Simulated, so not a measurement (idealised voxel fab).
process module | voxel capacitor over wiring
cross-section cut | 270 nm wide | cells 5 nm
A cross-section is a grid of square cells, given in bands from the top down. A band is one or more rows of cells.
Each band's line starts with the height of the band's top and of its bottom, in nm. Then come its materials from left to right, each with its width in nm. One material with "throughout" fills the band from edge to edge. "air" is empty space.
Height 0 is the level under which the wafer as received is all one material. The lowest band goes on downwards, as in "0 down".
A width such as "30 to 40" changes by the same amount from each row of cells to the next, from the band's top row to its bottom row.
"no change" after a step means that no cell of the cross-section changed.
closed voids: empty space of 8 cells or more with no open way to the top, each as width x height at its distance from the left edge, in nm
after a step's settings: what the simulator itself notes on the step
overlay nm, on a step with a mask: how far to the right of its planned place the mask lay; to the left if negative
plan
1 op RECEIVE | material Si
2 op CONFORMAL_DEP | material SiO2 | thk nm 10
3 op DIRECTIONAL_DEP | material TiN | thk nm 5
4 op DIRECTIONAL_DEP | material W | thk nm 15
5 op MASKED_ETCH | tone cover | mask id METAL_1 | width nm 25 | pitch nm 95 | etch materials W | depth nm 15 | overlay nm 0
6 op MASKED_ETCH | tone cover | mask id METAL_1 | width nm 25 | pitch nm 95 | etch materials TiN | depth nm 5 | overlay nm 0
7 op CONFORMAL_DEP | material SiCN | thk nm 5
8 op FILL_DEP | material lowk | thk nm 10
9 op CMP | height nm 30
10 op CONFORMAL_DEP | material SiCN | thk nm 5
11 op DIRECTIONAL_DEP | material SiO2 | thk nm 10
12 op DIRECTIONAL_DEP | material aC | thk nm 15
13 op PATTERN | tone open | mask id PLUG_1 | material resist | width nm 15 | thk nm 30 | overlay nm 0
14 op DIRECTIONAL_ETCH | etch materials aC | depth nm 15
15 op STRIP | etch materials resist
16 op DIRECTIONAL_ETCH | etch materials SiO2 | depth nm 10
17 op DIRECTIONAL_ETCH | etch materials SiCN | depth nm 5
18 op STRIP | etch materials aC
19 op EPI | material Ru | thk nm 10
20 op EPI | material Ru | thk nm 5
21 op DIRECTIONAL_DEP | material TiN | thk nm 10
22 op DIRECTIONAL_DEP | material HfO2 | thk nm 5
23 op DIRECTIONAL_DEP | material TiN | thk nm 5
24 op MASKED_ETCH | tone cover | mask id UPPER_PLATE | width nm 75 | etch materials TiN | depth nm 5 | overlay nm 0
25 op MASKED_ETCH | tone cover | mask id UPPER_PLATE | width nm 75 | etch materials HfO2 | depth nm 5 | overlay nm 0
26 op DIRECTIONAL_DEP | material aC | thk nm 10
27 op PATTERN | tone cover | mask id LOWER_PLATE | material resist | width nm 85 | thk nm 25 | overlay nm 0
28 op DIRECTIONAL_ETCH | etch materials aC | depth nm 10
29 op STRIP | etch materials resist
30 op DIRECTIONAL_ETCH | etch materials TiN | depth nm 10
31 op STRIP | etch materials aC
32 op FILL_DEP | material SiO2 | thk nm 20
33 op CMP | height nm 80
34 op PATTERN | tone open | mask id PLUG_2 | material resist | width nm 15 | thk nm 20 | overlay nm 0
35 op DIRECTIONAL_ETCH | etch materials SiO2 | depth nm 15
36 op STRIP | etch materials resist
37 op CONFORMAL_DEP | material TiN | thk nm 5
38 op FILL_DEP | material W | thk nm 10
39 op CMP | height nm 80
40 op CONFORMAL_DEP | material SiN | thk nm 5
as received, after step 1
  0 down: Si throughout
  closed voids: none
first wafer at the end, as planned
  85 to 80: SiN throughout
  80 to 70: SiO2 95 | TiN 5 | W 5 | TiN 5 | SiO2 160
  70 to 60: SiO2 95 to 85 | TiN 15 to 75 | SiO2 160 to 110
  60 to 55: SiO2 85 | HfO2 75 | SiO2 110
  55 to 45: SiO2 80 | TiN 85 | SiO2 105
  45 to 35: SiO2 85 | Ru 15 | SiO2 170
  35 to 30: SiCN 85 | Ru 15 | SiCN 170
  30 to 15: lowk 70 | SiCN 5 | W 25 | SiCN 5 | lowk 60 | SiCN 5 | W 25 | SiCN 5 | lowk 70
  15 to 10: SiCN 75 | TiN 25 | SiCN 70 | TiN 25 | SiCN 75
  10 to 0: SiO2 throughout
  0 down: Si throughout
  closed voids: none
second wafer at the end: like start, like plan, one mistake
  85 to 80: SiN throughout
  80 to 70: SiO2 95 | TiN 5 | W 5 | TiN 5 | SiO2 160
  70 to 65: SiO2 95 | TiN 15 | SiO2 160
  65 to 60: SiO2 85 | HfO2 75 | SiO2 110
  60 to 55: HfO2 throughout
  55 to 45: TiN throughout
  45 to 35: SiO2 85 | Ru 15 | SiO2 170
  35 to 30: SiCN 85 | Ru 15 | SiCN 170
  30 to 15: lowk 70 | SiCN 5 | W 25 | SiCN 5 | lowk 60 | SiCN 5 | W 25 | SiCN 5 | lowk 70
  15 to 10: SiCN 75 | TiN 25 | SiCN 70 | TiN 25 | SiCN 75
  10 to 0: SiO2 throughout
  0 down: Si throughout
  closed voids: none
what went wrong: step 23 ran as: op DIRECTIONAL_DEP | material HfO2 | thk nm 5
at the end the second wafer has, in cells: 54 more of HfO2 | 113 fewer of SiO2 | 59 more of TiN
